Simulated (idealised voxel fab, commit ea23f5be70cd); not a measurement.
process module | voxel self aligned vias
cross-section cut | 225 nm wide | cells 5 nm
A cross-section is a grid of square cells, given in bands from the top down. A band is one or more rows of cells.
Each band's line starts with the height of the band's top and of its bottom, in nm. Then come its materials from left to right, each with its width in nm. One material with "throughout" fills the band from edge to edge. "air" is empty space.
Height 0 is the level under which the wafer as received is all one material. The lowest band goes on downwards, as in "0 down".
A width such as "30 to 40" changes by the same amount from each row of cells to the next, from the band's top row to its bottom row.
"no change" after a step means that no cell of the cross-section changed.
closed voids: empty space of 8 cells or more with no open way to the top, each as width x height at its distance from the left edge, in nm
after a step's settings: what the simulator itself notes on the step
overlay nm, on a step with a mask: how far to the right of its planned place the mask lay; to the left if negative
plan
1 op RECEIVE | material Si
2 op CONFORMAL_DEP | material SiO2 | thk nm 10
3 op CONFORMAL_DEP | material SiCN | thk nm 5
4 op DIRECTIONAL_DEP | material lowk | thk nm 20
5 op MASKED_ETCH | tone open | mask id LINES | width nm 30 | pitch nm 70 | etch materials lowk | depth nm 20 | overlay nm 0
6 op CONFORMAL_DEP | material TiN | thk nm 5
7 op FILL_DEP | material W | thk nm 5
8 op CMP | height nm 35
9 op SELECTIVE_ETCH | etch materials W Ru TiN | depth nm 5
10 op FILL_DEP | material SiN | thk nm 10
11 op CMP | height nm 35
12 op DIRECTIONAL_DEP | material lowk | thk nm 15
13 op DIRECTIONAL_DEP | material aC | thk nm 15
14 op PATTERN | tone open | mask id VIAS | material resist | width nm 40 | pitch nm 70 | thk nm 35 | overlay nm 0
15 op DIRECTIONAL_ETCH | etch materials aC | depth nm 15
16 op STRIP | etch materials resist
17 op DIRECTIONAL_ETCH | etch materials lowk | depth nm 15
18 op DIRECTIONAL_ETCH | etch materials SiN | depth nm 5
19 op STRIP | etch materials aC
20 op CONFORMAL_DEP | material TiN | thk nm 5
21 op FILL_DEP | material Ru | thk nm 10
22 op CMP | height nm 50
23 op CONFORMAL_DEP | material SiN | thk nm 5
as received, after step 1
  0 down: Si throughout
  closed voids: none
a wafer at the end: this start, this plan, one mistake
  55 to 50: SiN throughout
  50 to 35: lowk 20 | TiN 5 | Ru 30 | TiN 5 | lowk 30 | TiN 5 | Ru 30 | TiN 5 | lowk 30 | TiN 5 | Ru 30 | TiN 5 | lowk 25
  35 to 30: lowk 20 | TiN 40 | lowk 30 | TiN 40 | lowk 30 | TiN 40 | lowk 25
  30 to 20: lowk 20 | TiN 10 | W 20 | TiN 10 | lowk 30 | TiN 10 | W 20 | TiN 10 | lowk 30 | TiN 10 | W 20 | TiN 10 | lowk 25
  20 to 15: lowk 25 | TiN 30 | lowk 40 | TiN 30 | lowk 40 | TiN 30 | lowk 30
  15 to 10: SiCN throughout
  10 to 0: SiO2 throughout
  0 down: Si throughout
  closed voids: none
what went wrong: step 17 was run twice
